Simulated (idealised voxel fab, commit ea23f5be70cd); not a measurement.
Presented below is a process module, voxel gate over fins.
We display cut, a cross-section 170 nm in width whose square cells are each 5 nm.
A cross-section is a grid of square cells, given in bands from the top down. A band is one or more rows of cells. A band entry consists of two parts. The first gives the height of the band's top and the height of its bottom, in nm. The rest lists the band's materials from left to right, each with its width in nm. A single material labelled with the word "throughout" fills the band from edge to edge, and the word "blank" marks empty space. All heights in this document are referenced to 0, defined as the level beneath which the wafer, as received, consists entirely of one material. The lowest band is not bounded below; it extends indefinitely downward and is written in the form "0 down". The two numbers in a width such as "30..40" mark its ends across the band: the first belongs to the top row of cells, the second to the bottom row, and from each row to the next the width moves by the same amount. "remained unchanged" means the step left every cell of the cross-section as it was. "Closed void inventory": sealed empty spaces, 8 cells or more, no open way to top, listed width x height at distance, with distance from the left edge and width, height and distance in nm. On a step's line, text after the settings is the simulator commenting on that step. When a step includes a mask, the "overlay nm" setting on its line states how far to the right of its planned place that mask lay, and negative values state how far to the left.

# Steps planned for the process
| 1 | RECEIVE with material Si |
| 2 | CONFORMAL_DEP with material SiN, thk nm 10 |
| 3 | DIRECTIONAL_DEP with material aC, thk nm 10 |
| 4 | PATTERN with tone cover, mask id FINS, material resist, width nm 15, pitch nm 60, thk nm 30, overlay nm 0 |
| 5 | DIRECTIONAL_ETCH with etch materials aC, depth nm 10 |
| 6 | STRIP with etch materials resist |
| 7 | DIRECTIONAL_ETCH with etch materials SiN, depth nm 10 |
| 8 | DIRECTIONAL_ETCH with etch materials Si, depth nm 35 |
| 9 | STRIP with etch materials aC |
| 10 | OXIDIZE with depth nm 5 |
| 11 | FILL_DEP with material SiO2, thk nm 5 |
| 12 | CMP with height nm 10 |
| 13 | DIRECTIONAL_DEP with material aC, thk nm 15 |
| 14 | PATTERN with tone open, mask id RAIL, material resist, width nm 15, thk nm 30, overlay nm 0 |
| 15 | DIRECTIONAL_ETCH with etch materials aC, depth nm 15 |
| 16 | STRIP with etch materials resist |
| 17 | DIRECTIONAL_ETCH with etch materials SiO2, depth nm 40 |
| 18 | STRIP with etch materials aC |
| 19 | CONFORMAL_DEP with material TiN, thk nm 5 |
| 20 | FILL_DEP with material Ru, thk nm 10 |
| 21 | CMP with height nm 10 |
| 22 | SELECTIVE_ETCH with etch materials W Ru TiN, depth nm 30 |
| 23 | FILL_DEP with material SiO2, thk nm 5 |
| 24 | CMP with height nm 10 |
| 25 | SELECTIVE_ETCH with etch materials SiO2, depth nm 25 |
| 26 | STRIP with etch materials SiN |
| 27 | CONFORMAL_DEP with material HfO2, thk nm 5 |
| 28 | CONFORMAL_DEP with material TiN, thk nm 5 |
| 29 | CONFORMAL_DEP with material TiAl, thk nm 5 |
| 30 | CONFORMAL_DEP with material TiN, thk nm 5 |
| 31 | FILL_DEP with material W, thk nm 15 |
| 32 | CMP with height nm 30 |
| 33 | CONFORMAL_DEP with material SiCN, thk nm 5 |

# Wafer as received: cross-section following step 1
	0 down: Si throughout
	Closed void inventory: none

# Cross-section taken at module completion on the first of two wafers; processed per the plan
	35 to 30: SiCN throughout
	30 to 20: W throughout
	20 to 15: 30 W  45 TiN  15 W  45 TiN  35 W
	15 to 10: 30 W  5 TiN  35 TiAl  5 TiN  15 W  5 TiN  35 TiAl  5 TiN  35 W
	10 to 5: 30 W  5 TiN  5 TiAl  25 TiN  5 TiAl  5 TiN  15 W  5 TiN  5 TiAl  25 TiN  5 TiAl  5 TiN  35 W
	5 to 0: 35 TiN  5 TiAl  5 TiN  15 HfO2  5 TiN  5 TiAl  25 TiN  5 TiAl  5 TiN  15 HfO2  5 TiN  5 TiAl  40 TiN
	0 to -5: 40 TiAl  5 TiN  5 HfO2  5 Si  5 HfO2  5 TiN  35 TiAl  5 TiN  5 HfO2  5 Si  5 HfO2  5 TiN  45 TiAl
	-5 to -10: 45 TiN  5 HfO2  5 Si  5 HfO2  45 TiN  5 HfO2  5 Si  5 HfO2  50 TiN
	-10 to -15: 50 HfO2  5 Si  55 HfO2  5 Si  55 HfO2
	-15 to -20: 50 SiO2  5 Si  55 SiO2  5 Si  55 SiO2
	-20 to -25: 50 SiO2  5 Si  20 SiO2  5 TiN  5 Ru  5 TiN  20 SiO2  5 Si  55 SiO2
	-25 to -30: 50 SiO2  5 Si  20 SiO2  15 TiN  20 SiO2  5 Si  55 SiO2
	-30 to -40: 50 SiO2  5 Si  55 SiO2  5 Si  55 SiO2
	-40 down: Si throughout
	Closed void inventory: none

# Cross-sectional view of the second of two wafers upon completion of the module. This wafer shared its starting condition and process plan with the first; one error was made during its execution
	35 to 30: SiCN throughout
	30 to 20: W throughout
	20 to 15: 30 W  45 TiN  15 W  45 TiN  35 W
	15 to 10: 30 W  5 TiN  35 TiAl  5 TiN  15 W  5 TiN  35 TiAl  5 TiN  35 W
	10 to 5: 30 W  5 TiN  5 TiAl  25 TiN  5 TiAl  5 TiN  15 W  5 TiN  5 TiAl  25 TiN  5 TiAl  5 TiN  35 W
	5 to 0: 35 TiN  5 TiAl  5 TiN  15 HfO2  5 TiN  5 TiAl  25 TiN  5 TiAl  5 TiN  15 HfO2  5 TiN  5 TiAl  40 TiN
	0 to -5: 40 TiAl  5 TiN  5 HfO2  5 Si  5 HfO2  5 TiN  35 TiAl  5 TiN  5 HfO2  5 Si  5 HfO2  5 TiN  45 TiAl
	-5 to -10: 45 TiN  5 HfO2  5 Si  5 HfO2  45 TiN  5 HfO2  5 Si  5 HfO2  50 TiN
	-10 to -15: 50 HfO2  5 Si  55 HfO2  5 Si  55 HfO2
	-15 to -20: 50 SiO2  5 Si  55 SiO2  5 Si  55 SiO2
	-20 to -25: 50 SiO2  5 Si  15 SiO2  5 TiN  15 Ru  5 TiN  15 SiO2  5 Si  55 SiO2
	-25 to -30: 50 SiO2  5 Si  15 SiO2  25 TiN  15 SiO2  5 Si  55 SiO2
	-30 to -40: 50 SiO2  5 Si  55 SiO2  5 Si  55 SiO2
	-40 down: Si throughout
	Closed void inventory: none
Processing error: step 14 was run on a setting that differed from the plan, and what really ran there is PATTERN with tone open, mask id RAIL, material resist, width nm 25, thk nm 30, overlay nm 0
Count the cells at the end and the second wafer has more or fewer of some materials than the first: Ru: 2 more, SiO2: 4 fewer, TiN: 2 more
